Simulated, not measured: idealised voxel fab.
The name of this process module is voxel plated lines.
Shown is cross-section cut, with a width of 225 nm and square cells of size 5 nm.
Cross-section format: a grid of square cells, given as bands from top to bottom; each band is one or more rows of cells.
First you get the band's top height and its bottom height, in nm, and then the materials it's made of, left to right, with each width in nm. If you see a single material with "edge to edge", that one covers the band edge to edge. "blank" is empty space.
A quick word on heights: they are counted from 0, and under that level the wafer as it came to us is one material throughout. The lowest band is different from the rest in having no bottom; it simply continues downward, written as in "0 down".
Read "30->40" as a graded width: first number on top, second number at the bottom, same change between each pair of neighbouring rows.
Key: "nothing changed" - step with no changed cell in the cross-section.
The entry "Closed internal cavities" lists the empty spaces that cover at least 8 cells and have no open path to the top. Each is written as width x height at distance, where the distance is measured from the left edge and all three values are in nm.
Past the settings on a step's line: simulator remark, on that step.
"overlay nm", when on a step's line for a step with a mask, measures how far to the right of its planned place the mask lay; a negative measure means to the left.
Process steps foreseen in the plan
1 RECEIVE,material Si
2 CONFORMAL_DEP,material SiO2,thk nm 5
3 DIRECTIONAL_DEP,material TiN,thk nm 5
4 PATTERN,tone open,mask id LINES,material resist,width nm 30,pitch nm 45,thk nm 30,overlay nm 0
5 EPI,material Ru,thk nm 10
6 EPI,material Ru,thk nm 10
7 STRIP,etch materials resist
8 DIRECTIONAL_ETCH,etch materials TiN,depth nm 5
9 CONFORMAL_DEP,material SiN,thk nm 10
Incoming wafer in cross-section (state: after step 1)
	0 down | Si edge to edge
	Closed internal cavities: none
Cross-section at module end, one run error; start and plan unchanged from above
	50 to 40 | 40 blank; 140 SiN; 45 blank
	40 to 25 | 40 blank; 10 SiN; 30 Ru; 15 SiN; 30 Ru; 15 SiN; 30 Ru; 10 SiN; 45 blank
	25 to 20 | 50 SiN; 30 Ru; 15 SiN; 30 Ru; 15 SiN; 30 Ru; 55 SiN
	20 to 15 | 50 SiN; 30 TiN; 15 SiN; 30 TiN; 15 SiN; 30 TiN; 55 SiN
	15 to 0 | SiO2 edge to edge
	0 down | Si edge to edge
	Closed internal cavities: none
In executing the process, a mistake was made relative to the plan: step 2 changed vs plan, executed as CONFORMAL_DEP,material SiO2,thk nm 15
